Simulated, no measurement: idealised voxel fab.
The following is a process module called voxel fin reveal.
For reference, the cross-section in this document is cut, with width 245 nm and square cells of 5 nm.
Cross-section format: a grid of square cells, given as bands from top to bottom; each band is one or more rows of cells. Read a band's entry like this: the first values are the height of its top and the height of its bottom in nm, and what follows is the sequence of materials from left to right, each with its width in nm. Note that "blank" is empty space, and that a single material marked "full width" reaches across the band from edge to edge. It should be noted that heights are counted from 0, beneath which the wafer as supplied is of one material throughout, and that the lowest band possesses no lower boundary but continues downward, as written in "0 and below". A width such as "30 to 40" changes by the same amount from each row of cells to the next, from the band's top row to its bottom row. Where the words "no modification" appear for a step, the cross-section shows no cell changed by that step; every cell remained as before. Heads up: "Enclosed internal voids" only lists the empty pockets with no open path to the top that are 8 cells or more, and it writes them as width x height at distance, distance from the left edge, in nm. after a step's settings: what the simulator itself notes on the step. Among the settings permitted on a step's line is "overlay nm"; applied to a step with a mask, it specifies the extent to which the mask lay to the right of its planned position, whereas a negative figure signifies a position to the left.
-- Listed below are the process steps as planned
step 1: RECEIVE (material Si)
step 2: CONFORMAL_DEP (material SiN; thk nm 10)
step 3: MASKED_ETCH (tone cover; mask id FINS; width nm 15; pitch nm 40; etch materials SiN; depth nm 10; overlay nm 0)
step 4: MASKED_ETCH (tone cover; mask id FINS; width nm 15; pitch nm 40; etch materials Si; depth nm 35; overlay nm 0)
step 5: OXIDIZE (depth nm 5)
step 6: FILL_DEP (material SiO2; thk nm 15)
step 7: CMP (height nm 10)
step 8: SELECTIVE_ETCH (etch materials SiO2; depth nm 30)
step 9: STRIP (etch materials SiN)
-- Below: the first of two wafers, run as planned
-- This is the cross-section of the wafer as we received it, i.e. after step 1
	0 and below  Si full width
	Enclosed internal voids: none
-- Once step 2 is through, the wafer looks like this in cross-section
	10 down to 0  SiN full width
	Note: structure below 0 unchanged.
-- Once step 3 is through, the wafer looks like this in cross-section
	10 down to 0  95 nm blank | 15 nm SiN | 25 nm blank | 15 nm SiN | 95 nm blank
	Note: structure below 0 unchanged.
-- Once step 4 is through, the wafer looks like this in cross-section
	10 down to 0  95 nm blank | 15 nm SiN | 25 nm blank | 15 nm SiN | 95 nm blank
	0 down to -35  95 nm blank | 15 nm Si | 25 nm blank | 15 nm Si | 95 nm blank
	Note: structure below -35 unchanged.
-- Once step 5 is through, the wafer looks like this in cross-section
	10 down to 0  95 nm blank | 15 nm SiN | 25 nm blank | 15 nm SiN | 95 nm blank
	0 down to -35  95 nm blank | 5 nm SiO2 | 5 nm Si | 5 nm SiO2 | 25 nm blank | 5 nm SiO2 | 5 nm Si | 5 nm SiO2 | 95 nm blank
	-35 down to -40  100 nm SiO2 | 5 nm Si | 35 nm SiO2 | 5 nm Si | 100 nm SiO2
	Note: structure below -40 unchanged.
-- Once step 6 is through, the wafer looks like this in cross-section
	25 down to 10  SiO2 full width
	10 down to 0  95 nm SiO2 | 15 nm SiN | 25 nm SiO2 | 15 nm SiN | 95 nm SiO2
	0 down to -40  100 nm SiO2 | 5 nm Si | 35 nm SiO2 | 5 nm Si | 100 nm SiO2
	Note: structure below -40 unchanged.
-- Once step 7 is through, the wafer looks like this in cross-section
	10 down to 0  95 nm SiO2 | 15 nm SiN | 25 nm SiO2 | 15 nm SiN | 95 nm SiO2
	Note: structure below 0 unchanged.
-- Once step 8 is through, the wafer looks like this in cross-section
	10 down to 0  95 nm blank | 15 nm SiN | 25 nm blank | 15 nm SiN | 95 nm blank
	0 down to -20  100 nm blank | 5 nm Si | 35 nm blank | 5 nm Si | 100 nm blank
	Note: structure below -20 unchanged.
-- Once step 9 is through, the wafer looks like this in cross-section
	0 down to -20  100 nm blank | 5 nm Si | 35 nm blank | 5 nm Si | 100 nm blank
	Note: structure below -20 unchanged.
-- It is to be noted that the second wafer proceeded from the same initial state and according to the same plan as the first, although one mistake was committed in its execution; through step 3, inclusive, the two wafers share an identical history
-- Second wafer, cross-section, planned end of step 4
	10 down to 0  95 nm blank | 15 nm SiN | 25 nm blank | 15 nm SiN | 95 nm blank
	0 down to -40  95 nm blank | 15 nm Si | 25 nm blank | 15 nm Si | 95 nm blank
	Note: structure below -40 unchanged.
-- Second wafer, cross-section, planned end of step 5
	10 down to 0  95 nm blank | 15 nm SiN | 25 nm blank | 15 nm SiN | 95 nm blank
	0 down to -40  95 nm blank | 5 nm SiO2 | 5 nm Si | 5 nm SiO2 | 25 nm blank | 5 nm SiO2 | 5 nm Si | 5 nm SiO2 | 95 nm blank
	-40 down to -45  100 nm SiO2 | 5 nm Si | 35 nm SiO2 | 5 nm Si | 100 nm SiO2
	Note: structure below -45 unchanged.
-- Second wafer, cross-section, planned end of step 6
	25 down to 10  SiO2 full width
	10 down to 0  95 nm SiO2 | 15 nm SiN | 25 nm SiO2 | 15 nm SiN | 95 nm SiO2
	0 down to -45  100 nm SiO2 | 5 nm Si | 35 nm SiO2 | 5 nm Si | 100 nm SiO2
	Note: structure below -45 unchanged.
-- Second wafer, cross-section, planned end of step 7
	10 down to 0  95 nm SiO2 | 15 nm SiN | 25 nm SiO2 | 15 nm SiN | 95 nm SiO2
	Note: structure below 0 unchanged.
-- Second wafer, cross-section, planned end of step 8
	10 down to 0  95 nm blank | 15 nm SiN | 25 nm blank | 15 nm SiN | 95 nm blank
	0 down to -20  100 nm blank | 5 nm Si | 35 nm blank | 5 nm Si | 100 nm blank
	Note: structure below -20 unchanged.
-- Second wafer, cross-section, planned end of step 9
	0 down to -20  100 nm blank | 5 nm Si | 35 nm blank | 5 nm Si | 100 nm blank
	Note: structure below -20 unchanged.
Deviation from plan: step 4 ran as: MASKED_ETCH (tone cover; mask id FINS; width nm 15; pitch nm 40; etch materials Si; depth nm 40; overlay nm 0)
Final difference in cells, second wafer against first, listed per material as more or fewer: Si: 47 fewer | SiO2: 47 more
